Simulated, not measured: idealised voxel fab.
process module | voxel wiring stack
cross-section cut | 255 nm wide | cells 5 nm
A cross-section is a grid of square cells, given in bands from the top down. A band is one or more rows of cells.
Each band's line starts with the height of the band's top and of its bottom, in nm. Then come its materials from left to right, each with its width in nm. One material with "throughout" fills the band from edge to edge. "air" is empty space.
Height 0 is the level under which the wafer as received is all one material. The lowest band goes on downwards, as in "0 down".
A width such as "30 to 40" changes by the same amount from each row of cells to the next, from the band's top row to its bottom row.
"no change" after a step means that no cell of the cross-section changed.
closed voids: empty space of 8 cells or more with no open way to the top, each as width x height at its distance from the left edge, in nm
after a step's settings: what the simulator itself notes on the step
overlay nm, on a step with a mask: how far to the right of its planned place the mask lay; to the left if negative
plan
1 op RECEIVE | material Si
2 op CONFORMAL_DEP | material SiO2 | thk nm 10
3 op CONFORMAL_DEP | material SiCN | thk nm 5
4 op DIRECTIONAL_DEP | material SiO2 | thk nm 15
5 op MASKED_ETCH | tone open | mask id METAL_1 | width nm 20 | pitch nm 50 | etch materials SiO2 | depth nm 15 | overlay nm 0
6 op MASKED_ETCH | tone open | mask id METAL_1 | width nm 20 | pitch nm 50 | etch materials SiCN | depth nm 5 | overlay nm 0
7 op CONFORMAL_DEP | material TiN | thk nm 5
8 op FILL_DEP | material Cu | thk nm 10
9 op CMP | height nm 30
10 op CONFORMAL_DEP | material SiCN | thk nm 5
11 op DIRECTIONAL_DEP | material SiO2 | thk nm 15
12 op MASKED_ETCH | tone open | mask id PLUG_1 | width nm 15 | pitch nm 100 | etch materials SiO2 | depth nm 15 | overlay nm 0
13 op MASKED_ETCH | tone open | mask id PLUG_1 | width nm 15 | pitch nm 100 | etch materials SiCN | depth nm 5 | overlay nm 0
14 op EPI | material Ru | thk nm 10
15 op EPI | material Ru | thk nm 10
16 op DIRECTIONAL_DEP | material TiN | thk nm 5
17 op DIRECTIONAL_DEP | material Ru | thk nm 20
18 op MASKED_ETCH | tone cover | mask id METAL_2 | width nm 20 | pitch nm 50 | etch materials Ru | depth nm 20 | overlay nm 0
19 op MASKED_ETCH | tone cover | mask id METAL_2 | width nm 20 | pitch nm 50 | etch materials TiN | depth nm 5 | overlay nm 0
20 op FILL_DEP | material lowk | thk nm 5
21 op CMP | height nm 75
22 op CONFORMAL_DEP | material SiCN | thk nm 5
varied across the wafers: thk nm of step 16. The plan shows the first wafer's value. All wafers start alike
first wafer as received, after step 1
  0 down: Si throughout
  closed voids: none
first wafer at the end, after step 22
  80 to 75: SiCN throughout
  75 to 55: lowk 40 | Ru 20 | lowk 30 | Ru 20 | lowk 30 | Ru 20 | lowk 30 | Ru 20 | lowk 45
  55 to 50: lowk 40 | TiN 20 | lowk 30 | TiN 20 | lowk 30 | TiN 20 | lowk 30 | TiN 20 | lowk 45
  50 to 35: SiO2 40 | Ru 15 | SiO2 85 | Ru 15 | SiO2 100
  35 to 30: SiCN 40 | Ru 15 | SiCN 85 | Ru 15 | SiCN 100
  30 to 15: SiO2 40 | TiN 5 | Cu 10 | TiN 5 | SiO2 30 | TiN 5 | Cu 10 | TiN 5 | SiO2 30 | TiN 5 | Cu 10 | TiN 5 | SiO2 30 | TiN 5 | Cu 10 | TiN 5 | SiO2 45
  15 to 10: SiCN 40 | TiN 20 | SiCN 30 | TiN 20 | SiCN 30 | TiN 20 | SiCN 30 | TiN 20 | SiCN 45
  10 to 0: SiO2 throughout
  0 down: Si throughout
  closed voids: none
last wafer at the end
  80 to 75: SiCN throughout
  75 to 70: lowk 40 | Ru 20 | lowk 30 | Ru 20 | lowk 30 | Ru 20 | lowk 30 | Ru 20 | lowk 45
  70 to 65: lowk 40 | TiN 20 | lowk 30 | TiN 20 | lowk 30 | TiN 20 | lowk 30 | TiN 20 | lowk 45
  65 to 50: TiN throughout
  50 to 35: SiO2 40 | Ru 15 | SiO2 85 | Ru 15 | SiO2 100
  35 to 30: SiCN 40 | Ru 15 | SiCN 85 | Ru 15 | SiCN 100
  30 to 15: SiO2 40 | TiN 5 | Cu 10 | TiN 5 | SiO2 30 | TiN 5 | Cu 10 | TiN 5 | SiO2 30 | TiN 5 | Cu 10 | TiN 5 | SiO2 30 | TiN 5 | Cu 10 | TiN 5 | SiO2 45
  15 to 10: SiCN 40 | TiN 20 | SiCN 30 | TiN 20 | SiCN 30 | TiN 20 | SiCN 30 | TiN 20 | SiCN 45
  10 to 0: SiO2 throughout
  0 down: Si throughout
  closed voids: none
each wafer at the end: cells of each material gained (+) or lost (-) since it was received, then its closed voids
thk nm 5 | +24 Cu | +88 Ru | +131 SiCN | +342 SiO2 | +56 TiN | +175 lowk | closed voids: none
thk nm 10 | +24 Cu | +72 Ru | +131 SiCN | +342 SiO2 | +107 TiN | +140 lowk | closed voids: none
thk nm 15 | +24 Cu | +56 Ru | +131 SiCN | +342 SiO2 | +158 TiN | +105 lowk | closed voids: none
thk nm 20 | +24 Cu | +40 Ru | +131 SiCN | +342 SiO2 | +209 TiN | +70 lowk | closed voids: none
